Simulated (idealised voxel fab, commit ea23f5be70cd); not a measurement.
Process module name: voxel quadruple lines
We display cut, a cross-section 280 nm in width whose square cells are each 5 nm.
Think of the cross-section as a grid of square cells. We describe it in bands, top to bottom, and each band covers one or more rows of those cells.
Band entry format. Leading values: height of top, height of bottom, nm. Remainder: materials in left-to-right order, each with its width in nm. Special words: "all across" on a single material, which then fills the band edge to edge; "air", empty space.
Heights are reckoned from 0. Under this level, the received wafer is all of one material. The bottommost band is open-ended downward, for example "0 nm and below".
When a width is written as two numbers, as in "30->40", the first number is the width in the top row of cells of the band and the second is the width in its bottom row, and the width changes by the same amount from each row to the next.
The cross-section has no changed cell in any step marked "remained the same".
What "Unvented internal voids" gives you is every empty space of 8 cells or more that is cut off from the top. Each appears as width x height at distance, with the distance taken from the left edge and width, height and distance all in nm.
after a step's settings: what the simulator itself notes on the step
overlay nm: how far to the right of its planned place the mask lay on this masked step (negative: to the left).
Read each pair as before and after one process step. The after cross-section shows only down to the lowest band that changed. The step between them and its settings are given below the pair. Pairs can come from different runs of this module on the same starting wafer. A pair continues from the pair above only where its "Before-step section" entry says so.
BEFORE-STEP SECTION
- 0 nm and below | Si all across
- Unvented internal voids: none
POST-STEP CROSS-SECTION
- 5 nm to 0 nm | SiO2 all across
- No changes below 0.
- Unvented internal voids: none
Before/after cross-sections above; step in between: CONFORMAL_DEP: material SiO2, thk nm 5
Before-step section: unchanged from the after cross-section in the pair immediately above; refer to that figure.
POST-STEP CROSS-SECTION
- 20 nm to 5 nm | W all across
- No changes below 5.
- Unvented internal voids: none
Before/after cross-sections above; step in between: DIRECTIONAL_DEP: material W, thk nm 15
Before-step section: unchanged from the after cross-section in the pair immediately above; refer to that figure.
POST-STEP CROSS-SECTION
- 40 nm to 20 nm | polySi all across
- No changes below 20.
- Unvented internal voids: none
Before/after cross-sections above; step in between: DIRECTIONAL_DEP: material polySi, thk nm 20
Before-step section: unchanged from the after cross-section in the pair immediately above; refer to that figure.
POST-STEP CROSS-SECTION
- 60 nm to 40 nm | aC all across
- No changes below 40.
- Unvented internal voids: none
Before/after cross-sections above; step in between: DIRECTIONAL_DEP: material aC, thk nm 20
Before-step section: unchanged from the after cross-section in the pair immediately above; refer to that figure.
POST-STEP CROSS-SECTION
- 90 nm to 60 nm | air (125) | resist (25) | air (130)
- No changes below 60.
- Unvented internal voids: none
Before/after cross-sections above; step in between: PATTERN: tone cover, mask id MANDREL, material resist, width nm 25, thk nm 30, overlay nm 0
Before-step section: unchanged from the after cross-section in the pair immediately above; refer to that figure.
POST-STEP CROSS-SECTION
- 70 nm to 60 nm | air (125) | resist (25) | air (130)
- 60 nm to 40 nm | air (125) | aC (25) | air (130)
- No changes below 40.
- Unvented internal voids: none
Before/after cross-sections above; step in between: DIRECTIONAL_ETCH: etch materials aC, depth nm 20
Before-step section: unchanged from the after cross-section in the pair immediately above; refer to that figure.
POST-STEP CROSS-SECTION
- 60 nm to 40 nm | air (125) | aC (25) | air (130)
- No changes below 40.
- Unvented internal voids: none
Before/after cross-sections above; step in between: STRIP: etch materials resist
Before-step section: unchanged from the after cross-section in the pair immediately above; refer to that figure.
POST-STEP CROSS-SECTION
- 75 nm to 60 nm | air (110) | SiO2 (55) | air (115)
- 60 nm to 55 nm | air (110) | SiO2 (15) | aC (25) | SiO2 (15) | air (115)
- 55 nm to 40 nm | SiO2 (125) | aC (25) | SiO2 (130)
- No changes below 40.
- Unvented internal voids: none
Before/after cross-sections above; step in between: CONFORMAL_DEP: material SiO2, thk nm 15
Before-step section: unchanged from the after cross-section in the pair immediately above; refer to that figure.
POST-STEP CROSS-SECTION
- 60 nm to 40 nm | air (110) | SiO2 (15) | aC (25) | SiO2 (15) | air (115)
- No changes below 40.
- Unvented internal voids: none
Before/after cross-sections above; step in between: DIRECTIONAL_ETCH: etch materials SiO2, depth nm 15
Before-step section: unchanged from the after cross-section in the pair immediately above; refer to that figure.
POST-STEP CROSS-SECTION
- 60 nm to 40 nm | air (110) | SiO2 (15) | air (25) | SiO2 (15) | air (115)
- No changes below 40.
- Unvented internal voids: none
Before/after cross-sections above; step in between: STRIP: etch materials aC
Before-step section: unchanged from the after cross-section in the pair immediately above; refer to that figure.
POST-STEP CROSS-SECTION
- 60 nm to 40 nm | air (110) | SiO2 (15) | air (25) | SiO2 (15) | air (115)
- 40 nm to 20 nm | air (110) | polySi (15) | air (25) | polySi (15) | air (115)
- No changes below 20.
- Unvented internal voids: none
Before/after cross-sections above; step in between: DIRECTIONAL_ETCH: etch materials polySi, depth nm 20
Before-step section: unchanged from the after cross-section in the pair immediately above; refer to that figure.
POST-STEP CROSS-SECTION
- 40 nm to 20 nm | air (110) | polySi (15) | air (25) | polySi (15) | air (115)
- No changes below 20.
- Unvented internal voids: none
Before/after cross-sections above; step in between: STRIP: etch materials SiO2
Before-step section: unchanged from the after cross-section in the pair immediately above; refer to that figure.
POST-STEP CROSS-SECTION
- 45 nm to 40 nm | air (105) | SiCN (25) | air (15) | SiCN (25) | air (110)
- 40 nm to 25 nm | air (105) | SiCN (5) | polySi (15) | SiCN (5) | air (15) | SiCN (5) | polySi (15) | SiCN (5) | air (110)
- 25 nm to 20 nm | SiCN (110) | polySi (15) | SiCN (25) | polySi (15) | SiCN (115)
- No changes below 20.
- Unvented internal voids: none
Before/after cross-sections above; step in between: CONFORMAL_DEP: material SiCN, thk nm 5
Before-step section: unchanged from the after cross-section in the pair immediately above; refer to that figure.
POST-STEP CROSS-SECTION
- 40 nm to 20 nm | air (105) | SiCN (5) | polySi (15) | SiCN (5) | air (15) | SiCN (5) | polySi (15) | SiCN (5) | air (110)
- No changes below 20.
- Unvented internal voids: none
Before/after cross-sections above; step in between: DIRECTIONAL_ETCH: etch materials SiCN, depth nm 5
Before-step section: unchanged from the after cross-section in the pair immediately above; refer to that figure.
POST-STEP CROSS-SECTION
- 40 nm to 20 nm | air (105) | SiCN (5) | air (15) | SiCN (5) | air (15) | SiCN (5) | air (15) | SiCN (5) | air (110)
- No changes below 20.
- Unvented internal voids: none
Before/after cross-sections above; step in between: STRIP: etch materials polySi
Before-step section: unchanged from the after cross-section in the pair immediately above; refer to that figure.
POST-STEP CROSS-SECTION
- 40 nm to 20 nm | air (105) | SiCN (5) | air (15) | SiCN (5) | air (15) | SiCN (5) | air (15) | SiCN (5) | air (110)
- 20 nm to 5 nm | air (105) | W (5) | air (15) | W (5) | air (15) | W (5) | air (15) | W (5) | air (110)
- No changes below 5.
- Unvented internal voids: none
Before/after cross-sections above; step in between: DIRECTIONAL_ETCH: etch materials W, depth nm 15
Before-step section: unchanged from the after cross-section in the pair immediately above; refer to that figure.
POST-STEP CROSS-SECTION
- 20 nm to 5 nm | air (105) | W (5) | air (15) | W (5) | air (15) | W (5) | air (15) | W (5) | air (110)
- No changes below 5.
- Unvented internal voids: none
Before/after cross-sections above; step in between: STRIP: etch materials SiCN
BEFORE-STEP SECTION
- 0 nm and below | Si all across
- Unvented internal voids: none
POST-STEP CROSS-SECTION
- 15 nm to 0 nm | W all across
- No changes below 0.
- Unvented internal voids: none
Before/after cross-sections above; step in between: DIRECTIONAL_DEP: material W, thk nm 15
Before-step section: unchanged from the after cross-section in the pair immediately above; refer to that figure.
POST-STEP CROSS-SECTION
- 35 nm to 15 nm | polySi all across
- No changes below 15.
- Unvented internal voids: none
Before/after cross-sections above; step in between: DIRECTIONAL_DEP: material polySi, thk nm 20
Before-step section: unchanged from the after cross-section in the pair immediately above; refer to that figure.
POST-STEP CROSS-SECTION
- 55 nm to 35 nm | aC all across
- No changes below 35.
- Unvented internal voids: none
Before/after cross-sections above; step in between: DIRECTIONAL_DEP: material aC, thk nm 20
Before-step section: unchanged from the after cross-section in the pair immediately above; refer to that figure.
POST-STEP CROSS-SECTION
- 85 nm to 55 nm | air (125) | resist (25) | air (130)
- No changes below 55.
- Unvented internal voids: none
Before/after cross-sections above; step in between: PATTERN: tone cover, mask id MANDREL, material resist, width nm 25, thk nm 30, overlay nm 0
Before-step section: unchanged from the after cross-section in the pair immediately above; refer to that figure.
POST-STEP CROSS-SECTION
- 65 nm to 55 nm | air (125) | resist (25) | air (130)
- 55 nm to 35 nm | air (125) | aC (25) | air (130)
- No changes below 35.
- Unvented internal voids: none
Before/after cross-sections above; step in between: DIRECTIONAL_ETCH: etch materials aC, depth nm 20
Before-step section: unchanged from the after cross-section in the pair immediately above; refer to that figure.
POST-STEP CROSS-SECTION
- 55 nm to 35 nm | air (125) | aC (25) | air (130)
- No changes below 35.
- Unvented internal voids: none
Before/after cross-sections above; step in between: STRIP: etch materials resist
Before-step section: unchanged from the after cross-section in the pair immediately above; refer to that figure.
POST-STEP CROSS-SECTION
- 70 nm to 55 nm | air (110) | SiO2 (55) | air (115)
- 55 nm to 50 nm | air (110) | SiO2 (15) | aC (25) | SiO2 (15) | air (115)
- 50 nm to 35 nm | SiO2 (125) | aC (25) | SiO2 (130)
- No changes below 35.
- Unvented internal voids: none
Before/after cross-sections above; step in between: CONFORMAL_DEP: material SiO2, thk nm 15
Before-step section: unchanged from the after cross-section in the pair immediately above; refer to that figure.
POST-STEP CROSS-SECTION
- 55 nm to 35 nm | air (110) | SiO2 (15) | aC (25) | SiO2 (15) | air (115)
- No changes below 35.
- Unvented internal voids: none
Before/after cross-sections above; step in between: DIRECTIONAL_ETCH: etch materials SiO2, depth nm 15
Before-step section: unchanged from the after cross-section in the pair immediately above; refer to that figure.
POST-STEP CROSS-SECTION
- 55 nm to 35 nm | air (110) | SiO2 (15) | air (25) | SiO2 (15) | air (115)
- No changes below 35.
- Unvented internal voids: none
Before/after cross-sections above; step in between: STRIP: etch materials aC
Before-step section: unchanged from the after cross-section in the pair immediately above; refer to that figure.
POST-STEP CROSS-SECTION
- 55 nm to 35 nm | air (110) | SiO2 (15) | air (25) | SiO2 (15) | air (115)
- 35 nm to 15 nm | air (110) | polySi (15) | air (25) | polySi (15) | air (115)
- No changes below 15.
- Unvented internal voids: none
Before/after cross-sections above; step in between: DIRECTIONAL_ETCH: etch materials polySi, depth nm 20
Before-step section: unchanged from the after cross-section in the pair immediately above; refer to that figure.
POST-STEP CROSS-SECTION
- 35 nm to 15 nm | air (110) | polySi (15) | air (25) | polySi (15) | air (115)
- No changes below 15.
- Unvented internal voids: none
Before/after cross-sections above; step in between: STRIP: etch materials SiO2
Before-step section: unchanged from the after cross-section in the pair immediately above; refer to that figure.
POST-STEP CROSS-SECTION
- 40 nm to 35 nm | air (105) | SiCN (25) | air (15) | SiCN (25) | air (110)
- 35 nm to 20 nm | air (105) | SiCN (5) | polySi (15) | SiCN (5) | air (15) | SiCN (5) | polySi (15) | SiCN (5) | air (110)
- 20 nm to 15 nm | SiCN (110) | polySi (15) | SiCN (25) | polySi (15) | SiCN (115)
- No changes below 15.
- Unvented internal voids: none
Before/after cross-sections above; step in between: CONFORMAL_DEP: material SiCN, thk nm 5
Before-step section: unchanged from the after cross-section in the pair immediately above; refer to that figure.
POST-STEP CROSS-SECTION
- 35 nm to 15 nm | air (105) | SiCN (5) | polySi (15) | SiCN (5) | air (15) | SiCN (5) | polySi (15) | SiCN (5) | air (110)
- No changes below 15.
- Unvented internal voids: none
Before/after cross-sections above; step in between: DIRECTIONAL_ETCH: etch materials SiCN, depth nm 5
Before-step section: unchanged from the after cross-section in the pair immediately above; refer to that figure.
POST-STEP CROSS-SECTION
- 35 nm to 15 nm | air (105) | SiCN (5) | air (15) | SiCN (5) | air (15) | SiCN (5) | air (15) | SiCN (5) | air (110)
- No changes below 15.
- Unvented internal voids: none
Before/after cross-sections above; step in between: STRIP: etch materials polySi
Before-step section: unchanged from the after cross-section in the pair immediately above; refer to that figure.
POST-STEP CROSS-SECTION
- 35 nm to 15 nm | air (105) | SiCN (5) | air (15) | SiCN (5) | air (15) | SiCN (5) | air (15) | SiCN (5) | air (110)
- 15 nm to 0 nm | air (105) | W (5) | air (15) | W (5) | air (15) | W (5) | air (15) | W (5) | air (110)
- No changes below 0.
- Unvented internal voids: none
Before/after cross-sections above; step in between: DIRECTIONAL_ETCH: etch materials W, depth nm 15
Before-step section: unchanged from the after cross-section in the pair immediately above; refer to that figure.
POST-STEP CROSS-SECTION
- 15 nm to 0 nm | air (105) | W (5) | air (15) | W (5) | air (15) | W (5) | air (15) | W (5) | air (110)
- No changes below 0.
- Unvented internal voids: none
Before/after cross-sections above; step in between: STRIP: etch materials SiCN
BEFORE-STEP SECTION
- 20 nm to 5 nm | W all across
- 5 nm to 0 nm | SiO2 all across
- 0 nm and below | Si all across
- Unvented internal voids: none
POST-STEP CROSS-SECTION
- 35 nm to 5 nm | W all across
- No changes below 5.
- Unvented internal voids: none
Before/after cross-sections above; step in between: DIRECTIONAL_DEP: material W, thk nm 15
Before-step section: unchanged from the after cross-section in the pair immediately above; refer to that figure.
POST-STEP CROSS-SECTION
- 55 nm to 35 nm | polySi all across
- No changes below 35.
- Unvented internal voids: none
Before/after cross-sections above; step in between: DIRECTIONAL_DEP: material polySi, thk nm 20
Before-step section: unchanged from the after cross-section in the pair immediately above; refer to that figure.
POST-STEP CROSS-SECTION
- 75 nm to 55 nm | aC all across
- No changes below 55.
- Unvented internal voids: none
Before/after cross-sections above; step in between: DIRECTIONAL_DEP: material aC, thk nm 20
Before-step section: unchanged from the after cross-section in the pair immediately above; refer to that figure.
POST-STEP CROSS-SECTION
- 105 nm to 75 nm | air (125) | resist (25) | air (130)
- No changes below 75.
- Unvented internal voids: none
Before/after cross-sections above; step in between: PATTERN: tone cover, mask id MANDREL, material resist, width nm 25, thk nm 30, overlay nm 0
Before-step section: unchanged from the after cross-section in the pair immediately above; refer to that figure.
POST-STEP CROSS-SECTION
- 85 nm to 75 nm | air (125) | resist (25) | air (130)
- 75 nm to 55 nm | air (125) | aC (25) | air (130)
- No changes below 55.
- Unvented internal voids: none
Before/after cross-sections above; step in between: DIRECTIONAL_ETCH: etch materials aC, depth nm 20
Before-step section: unchanged from the after cross-section in the pair immediately above; refer to that figure.
POST-STEP CROSS-SECTION
- 75 nm to 55 nm | air (125) | aC (25) | air (130)
- No changes below 55.
- Unvented internal voids: none
Before/after cross-sections above; step in between: STRIP: etch materials resist
Before-step section: unchanged from the after cross-section in the pair immediately above; refer to that figure.
POST-STEP CROSS-SECTION
- 90 nm to 75 nm | air (110) | SiO2 (55) | air (115)
- 75 nm to 70 nm | air (110) | SiO2 (15) | aC (25) | SiO2 (15) | air (115)
- 70 nm to 55 nm | SiO2 (125) | aC (25) | SiO2 (130)
- No changes below 55.
- Unvented internal voids: none
Before/after cross-sections above; step in between: CONFORMAL_DEP: material SiO2, thk nm 15
Before-step section: unchanged from the after cross-section in the pair immediately above; refer to that figure.
POST-STEP CROSS-SECTION
- 75 nm to 55 nm | air (110) | SiO2 (15) | aC (25) | SiO2 (15) | air (115)
- No changes below 55.
- Unvented internal voids: none
Before/after cross-sections above; step in between: DIRECTIONAL_ETCH: etch materials SiO2, depth nm 15
Before-step section: unchanged from the after cross-section in the pair immediately above; refer to that figure.
POST-STEP CROSS-SECTION
- 75 nm to 55 nm | air (110) | SiO2 (15) | air (25) | SiO2 (15) | air (115)
- No changes below 55.
- Unvented internal voids: none
Before/after cross-sections above; step in between: STRIP: etch materials aC
Before-step section: unchanged from the after cross-section in the pair immediately above; refer to that figure.
POST-STEP CROSS-SECTION
- 75 nm to 55 nm | air (110) | SiO2 (15) | air (25) | SiO2 (15) | air (115)
- 55 nm to 35 nm | air (110) | polySi (15) | air (25) | polySi (15) | air (115)
- No changes below 35.
- Unvented internal voids: none
Before/after cross-sections above; step in between: DIRECTIONAL_ETCH: etch materials polySi, depth nm 20
Before-step section: unchanged from the after cross-section in the pair immediately above; refer to that figure.
POST-STEP CROSS-SECTION
- 55 nm to 35 nm | air (110) | polySi (15) | air (25) | polySi (15) | air (115)
- No changes below 35.
- Unvented internal voids: none
Before/after cross-sections above; step in between: STRIP: etch materials SiO2
Before-step section: unchanged from the after cross-section in the pair immediately above; refer to that figure.
POST-STEP CROSS-SECTION
- 60 nm to 55 nm | air (105) | SiCN (25) | air (15) | SiCN (25) | air (110)
- 55 nm to 40 nm | air (105) | SiCN (5) | polySi (15) | SiCN (5) | air (15) | SiCN (5) | polySi (15) | SiCN (5) | air (110)
- 40 nm to 35 nm | SiCN (110) | polySi (15) | SiCN (25) | polySi (15) | SiCN (115)
- No changes below 35.
- Unvented internal voids: none
Before/after cross-sections above; step in between: CONFORMAL_DEP: material SiCN, thk nm 5
Before-step section: unchanged from the after cross-section in the pair immediately above; refer to that figure.
POST-STEP CROSS-SECTION
- 55 nm to 35 nm | air (105) | SiCN (5) | polySi (15) | SiCN (5) | air (15) | SiCN (5) | polySi (15) | SiCN (5) | air (110)
- No changes below 35.
- Unvented internal voids: none
Before/after cross-sections above; step in between: DIRECTIONAL_ETCH: etch materials SiCN, depth nm 5
Before-step section: unchanged from the after cross-section in the pair immediately above; refer to that figure.
POST-STEP CROSS-SECTION
- 55 nm to 35 nm | air (105) | SiCN (5) | air (15) | SiCN (5) | air (15) | SiCN (5) | air (15) | SiCN (5) | air (110)
- No changes below 35.
- Unvented internal voids: none
Before/after cross-sections above; step in between: STRIP: etch materials polySi
Before-step section: unchanged from the after cross-section in the pair immediately above; refer to that figure.
POST-STEP CROSS-SECTION
- 55 nm to 35 nm | air (105) | SiCN (5) | air (15) | SiCN (5) | air (15) | SiCN (5) | air (15) | SiCN (5) | air (110)
- 35 nm to 20 nm | air (105) | W (5) | air (15) | W (5) | air (15) | W (5) | air (15) | W (5) | air (110)
- No changes below 20.
- Unvented internal voids: none
Before/after cross-sections above; step in between: DIRECTIONAL_ETCH: etch materials W, depth nm 15
Before-step section: unchanged from the after cross-section in the pair immediately above; refer to that figure.
POST-STEP CROSS-SECTION
- 35 nm to 20 nm | air (105) | W (5) | air (15) | W (5) | air (15) | W (5) | air (15) | W (5) | air (110)
- No changes below 20.
- Unvented internal voids: none
Before/after cross-sections above; step in between: STRIP: etch materials SiCN
BEFORE-STEP SECTION
- 5 nm to 0 nm | SiO2 all across
- 0 nm and below | Si all across
- Unvented internal voids: none
POST-STEP CROSS-SECTION
- 25 nm to 5 nm | polySi all across
- No changes below 5.
- Unvented internal voids: none
Before/after cross-sections above; step in between: DIRECTIONAL_DEP: material polySi, thk nm 20
Before-step section: unchanged from the after cross-section in the pair immediately above; refer to that figure.
POST-STEP CROSS-SECTION
- 40 nm to 25 nm | W all across
- No changes below 25.
- Unvented internal voids: none
Before/after cross-sections above; step in between: DIRECTIONAL_DEP: material W, thk nm 15
Before-step section: unchanged from the after cross-section in the pair immediately above; refer to that figure.
POST-STEP CROSS-SECTION
- 60 nm to 40 nm | aC all across
- No changes below 40.
- Unvented internal voids: none
Before/after cross-sections above; step in between: DIRECTIONAL_DEP: material aC, thk nm 20
Before-step section: unchanged from the after cross-section in the pair immediately above; refer to that figure.
POST-STEP CROSS-SECTION
- 90 nm to 60 nm | air (125) | resist (25) | air (130)
- No changes below 60.
- Unvented internal voids: none
Before/after cross-sections above; step in between: PATTERN: tone cover, mask id MANDREL, material resist, width nm 25, thk nm 30, overlay nm 0
Before-step section: unchanged from the after cross-section in the pair immediately above; refer to that figure.
POST-STEP CROSS-SECTION
- 70 nm to 60 nm | air (125) | resist (25) | air (130)
- 60 nm to 40 nm | air (125) | aC (25) | air (130)
- No changes below 40.
- Unvented internal voids: none
Before/after cross-sections above; step in between: DIRECTIONAL_ETCH: etch materials aC, depth nm 20
Before-step section: unchanged from the after cross-section in the pair immediately above; refer to that figure.
POST-STEP CROSS-SECTION
- 60 nm to 40 nm | air (125) | aC (25) | air (130)
- No changes below 40.
- Unvented internal voids: none
Before/after cross-sections above; step in between: STRIP: etch materials resist
Before-step section: unchanged from the after cross-section in the pair immediately above; refer to that figure.
POST-STEP CROSS-SECTION
- 75 nm to 60 nm | air (110) | SiO2 (55) | air (115)
- 60 nm to 55 nm | air (110) | SiO2 (15) | aC (25) | SiO2 (15) | air (115)
- 55 nm to 40 nm | SiO2 (125) | aC (25) | SiO2 (130)
- No changes below 40.
- Unvented internal voids: none
Before/after cross-sections above; step in between: CONFORMAL_DEP: material SiO2, thk nm 15
Before-step section: unchanged from the after cross-section in the pair immediately above; refer to that figure.
POST-STEP CROSS-SECTION
- 60 nm to 40 nm | air (110) | SiO2 (15) | aC (25) | SiO2 (15) | air (115)
- No changes below 40.
- Unvented internal voids: none
Before/after cross-sections above; step in between: DIRECTIONAL_ETCH: etch materials SiO2, depth nm 15
Before-step section: unchanged from the after cross-section in the pair immediately above; refer to that figure.
POST-STEP CROSS-SECTION
- 60 nm to 40 nm | air (110) | SiO2 (15) | air (25) | SiO2 (15) | air (115)
- No changes below 40.
- Unvented internal voids: none
Before/after cross-sections above; step in between: STRIP: etch materials aC
Before-step section: unchanged from the after cross-section in the pair immediately above; refer to that figure.
POST-STEP CROSS-SECTION
- 40 nm to 25 nm | W all across
- No changes below 25.
- Unvented internal voids: none
Before/after cross-sections above; step in between: STRIP: etch materials SiO2
Before-step section: unchanged from the after cross-section in the pair immediately above; refer to that figure.
POST-STEP CROSS-SECTION
- 45 nm to 40 nm | SiCN all across
- No changes below 40.
- Unvented internal voids: none
Before/after cross-sections above; step in between: CONFORMAL_DEP: material SiCN, thk nm 5
Before-step section: unchanged from the after cross-section in the pair immediately above; refer to that figure.
POST-STEP CROSS-SECTION
- 40 nm to 25 nm | W all across
- No changes below 25.
- Unvented internal voids: none
Before/after cross-sections above; step in between: DIRECTIONAL_ETCH: etch materials SiCN, depth nm 5
Before-step section: unchanged from the after cross-section in the pair immediately above; refer to that figure.
POST-STEP CROSS-SECTION
- 25 nm to 5 nm | polySi all across
- No changes below 5.
- Unvented internal voids: none
Before/after cross-sections above; step in between: DIRECTIONAL_ETCH: etch materials W, depth nm 15
BEFORE-STEP SECTION
- 60 nm to 40 nm | air (125) | aC (25) | air (130)
- 40 nm to 20 nm | polySi all across
- 20 nm to 5 nm | W all across
- 5 nm to 0 nm | SiO2 all across
- 0 nm and below | Si all across
- Unvented internal voids: none
POST-STEP CROSS-SECTION
- 65 nm to 60 nm | air (120) | SiO2 (35) | air (125)
- 60 nm to 45 nm | air (120) | SiO2 (5) | aC (25) | SiO2 (5) | air (125)
- 45 nm to 40 nm | SiO2 (125) | aC (25) | SiO2 (130)
- No changes below 40.
- Unvented internal voids: none
Before/after cross-sections above; step in between: CONFORMAL_DEP: material SiO2, thk nm 5
Before-step section: unchanged from the after cross-section in the pair immediately above; refer to that figure.
POST-STEP CROSS-SECTION
- 60 nm to 50 nm | air (125) | aC (25) | air (130)
- 50 nm to 40 nm | air (120) | SiO2 (5) | aC (25) | SiO2 (5) | air (125)
- No changes below 40.
- Unvented internal voids: none
Before/after cross-sections above; step in between: DIRECTIONAL_ETCH: etch materials SiO2, depth nm 15
Before-step section: unchanged from the after cross-section in the pair immediately above; refer to that figure.
POST-STEP CROSS-SECTION
- 50 nm to 40 nm | air (120) | SiO2 (5) | air (25) | SiO2 (5) | air (125)
- No changes below 40.
- Unvented internal voids: none
Before/after cross-sections above; step in between: STRIP: etch materials aC
Before-step section: unchanged from the after cross-section in the pair immediately above; refer to that figure.
POST-STEP CROSS-SECTION
- 50 nm to 40 nm | air (120) | SiO2 (5) | air (25) | SiO2 (5) | air (125)
- 40 nm to 20 nm | air (120) | polySi (5) | air (25) | polySi (5) | air (125)
- No changes below 20.
- Unvented internal voids: none
Before/after cross-sections above; step in between: DIRECTIONAL_ETCH: etch materials polySi, depth nm 20
Before-step section: unchanged from the after cross-section in the pair immediately above; refer to that figure.
POST-STEP CROSS-SECTION
- 40 nm to 20 nm | air (120) | polySi (5) | air (25) | polySi (5) | air (125)
- No changes below 20.
- Unvented internal voids: none
Before/after cross-sections above; step in between: STRIP: etch materials SiO2
Before-step section: unchanged from the after cross-section in the pair immediately above; refer to that figure.
POST-STEP CROSS-SECTION
- 45 nm to 40 nm | air (115) | SiCN (15) | air (15) | SiCN (15) | air (120)
- 40 nm to 25 nm | air (115) | SiCN (5) | polySi (5) | SiCN (5) | air (15) | SiCN (5) | polySi (5) | SiCN (5) | air (120)
- 25 nm to 20 nm | SiCN (120) | polySi (5) | SiCN (25) | polySi (5) | SiCN (125)
- No changes below 20.
- Unvented internal voids: none
Before/after cross-sections above; step in between: CONFORMAL_DEP: material SiCN, thk nm 5
Before-step section: unchanged from the after cross-section in the pair immediately above; refer to that figure.
POST-STEP CROSS-SECTION
- 40 nm to 20 nm | air (115) | SiCN (5) | polySi (5) | SiCN (5) | air (15) | SiCN (5) | polySi (5) | SiCN (5) | air (120)
- No changes below 20.
- Unvented internal voids: none
Before/after cross-sections above; step in between: DIRECTIONAL_ETCH: etch materials SiCN, depth nm 5
Before-step section: unchanged from the after cross-section in the pair immediately above; refer to that figure.
POST-STEP CROSS-SECTION
- 40 nm to 20 nm | air (115) | SiCN (5) | air (5) | SiCN (5) | air (15) | SiCN (5) | air (5) | SiCN (5) | air (120)
- No changes below 20.
- Unvented internal voids: none
Before/after cross-sections above; step in between: STRIP: etch materials polySi
Before-step section: unchanged from the after cross-section in the pair immediately above; refer to that figure.
POST-STEP CROSS-SECTION
- 40 nm to 20 nm | air (115) | SiCN (5) | air (5) | SiCN (5) | air (15) | SiCN (5) | air (5) | SiCN (5) | air (120)
- 20 nm to 5 nm | air (115) | W (5) | air (5) | W (5) | air (15) | W (5) | air (5) | W (5) | air (120)
- No changes below 5.
- Unvented internal voids: none
Before/after cross-sections above; step in between: DIRECTIONAL_ETCH: etch materials W, depth nm 15
Before-step section: unchanged from the after cross-section in the pair immediately above; refer to that figure.
POST-STEP CROSS-SECTION
- 20 nm to 5 nm | air (115) | W (5) | air (5) | W (5) | air (15) | W (5) | air (5) | W (5) | air (120)
- No changes below 5.
- Unvented internal voids: none
Before/after cross-sections above; step in between: STRIP: etch materials SiCN
BEFORE-STEP SECTION
- 60 nm to 40 nm | aC all across
- 40 nm to 20 nm | polySi all across
- 20 nm to 5 nm | W all across
- 5 nm to 0 nm | SiO2 all across
- 0 nm and below | Si all across
- Unvented internal voids: none
POST-STEP CROSS-SECTION
- 90 nm to 60 nm | air (130) | resist (20) | air (130)
- No changes below 60.
- Unvented internal voids: none
Before/after cross-sections above; step in between: PATTERN: tone cover, mask id MANDREL, material resist, width nm 20, thk nm 30, overlay nm 0
Before-step section: unchanged from the after cross-section in the pair immediately above; refer to that figure.
POST-STEP CROSS-SECTION
- 70 nm to 60 nm | air (130) | resist (20) | air (130)
- 60 nm to 40 nm | air (130) | aC (20) | air (130)
- No changes below 40.
- Unvented internal voids: none
Before/after cross-sections above; step in between: DIRECTIONAL_ETCH: etch materials aC, depth nm 20
Before-step section: unchanged from the after cross-section in the pair immediately above; refer to that figure.
POST-STEP CROSS-SECTION
- 60 nm to 40 nm | air (130) | aC (20) | air (130)
- No changes below 40.
- Unvented internal voids: none
Before/after cross-sections above; step in between: STRIP: etch materials resist
Before-step section: unchanged from the after cross-section in the pair immediately above; refer to that figure.
POST-STEP CROSS-SECTION
- 75 nm to 60 nm | air (115) | SiO2 (50) | air (115)
- 60 nm to 55 nm | air (115) | SiO2 (15) | aC (20) | SiO2 (15) | air (115)
- 55 nm to 40 nm | SiO2 (130) | aC (20) | SiO2 (130)
- No changes below 40.
- Unvented internal voids: none
Before/after cross-sections above; step in between: CONFORMAL_DEP: material SiO2, thk nm 15
Before-step section: unchanged from the after cross-section in the pair immediately above; refer to that figure.
POST-STEP CROSS-SECTION
- 60 nm to 40 nm | air (115) | SiO2 (15) | aC (20) | SiO2 (15) | air (115)
- No changes below 40.
- Unvented internal voids: none
Before/after cross-sections above; step in between: DIRECTIONAL_ETCH: etch materials SiO2, depth nm 15
Before-step section: unchanged from the after cross-section in the pair immediately above; refer to that figure.
POST-STEP CROSS-SECTION
- 60 nm to 40 nm | air (115) | SiO2 (15) | air (20) | SiO2 (15) | air (115)
- No changes below 40.
- Unvented internal voids: none
Before/after cross-sections above; step in between: STRIP: etch materials aC
Before-step section: unchanged from the after cross-section in the pair immediately above; refer to that figure.
POST-STEP CROSS-SECTION
- 60 nm to 40 nm | air (115) | SiO2 (15) | air (20) | SiO2 (15) | air (115)
- 40 nm to 20 nm | air (115) | polySi (15) | air (20) | polySi (15) | air (115)
- No changes below 20.
- Unvented internal voids: none
Before/after cross-sections above; step in between: DIRECTIONAL_ETCH: etch materials polySi, depth nm 20
Before-step section: unchanged from the after cross-section in the pair immediately above; refer to that figure.
POST-STEP CROSS-SECTION
- 40 nm to 20 nm | air (115) | polySi (15) | air (20) | polySi (15) | air (115)
- No changes below 20.
- Unvented internal voids: none
Before/after cross-sections above; step in between: STRIP: etch materials SiO2
Before-step section: unchanged from the after cross-section in the pair immediately above; refer to that figure.
POST-STEP CROSS-SECTION
- 45 nm to 40 nm | air (110) | SiCN (25) | air (10) | SiCN (25) | air (110)
- 40 nm to 25 nm | air (110) | SiCN (5) | polySi (15) | SiCN (5) | air (10) | SiCN (5) | polySi (15) | SiCN (5) | air (110)
- 25 nm to 20 nm | SiCN (115) | polySi (15) | SiCN (20) | polySi (15) | SiCN (115)
- No changes below 20.
- Unvented internal voids: none
Before/after cross-sections above; step in between: CONFORMAL_DEP: material SiCN, thk nm 5
Before-step section: unchanged from the after cross-section in the pair immediately above; refer to that figure.
POST-STEP CROSS-SECTION
- 40 nm to 20 nm | air (110) | SiCN (5) | polySi (15) | SiCN (5) | air (10) | SiCN (5) | polySi (15) | SiCN (5) | air (110)
- No changes below 20.
- Unvented internal voids: none
Before/after cross-sections above; step in between: DIRECTIONAL_ETCH: etch materials SiCN, depth nm 5
Before-step section: unchanged from the after cross-section in the pair immediately above; refer to that figure.
POST-STEP CROSS-SECTION
- 40 nm to 20 nm | air (110) | SiCN (5) | air (15) | SiCN (5) | air (10) | SiCN (5) | air (15) | SiCN (5) | air (110)
- No changes below 20.
- Unvented internal voids: none
Before/after cross-sections above; step in between: STRIP: etch materials polySi
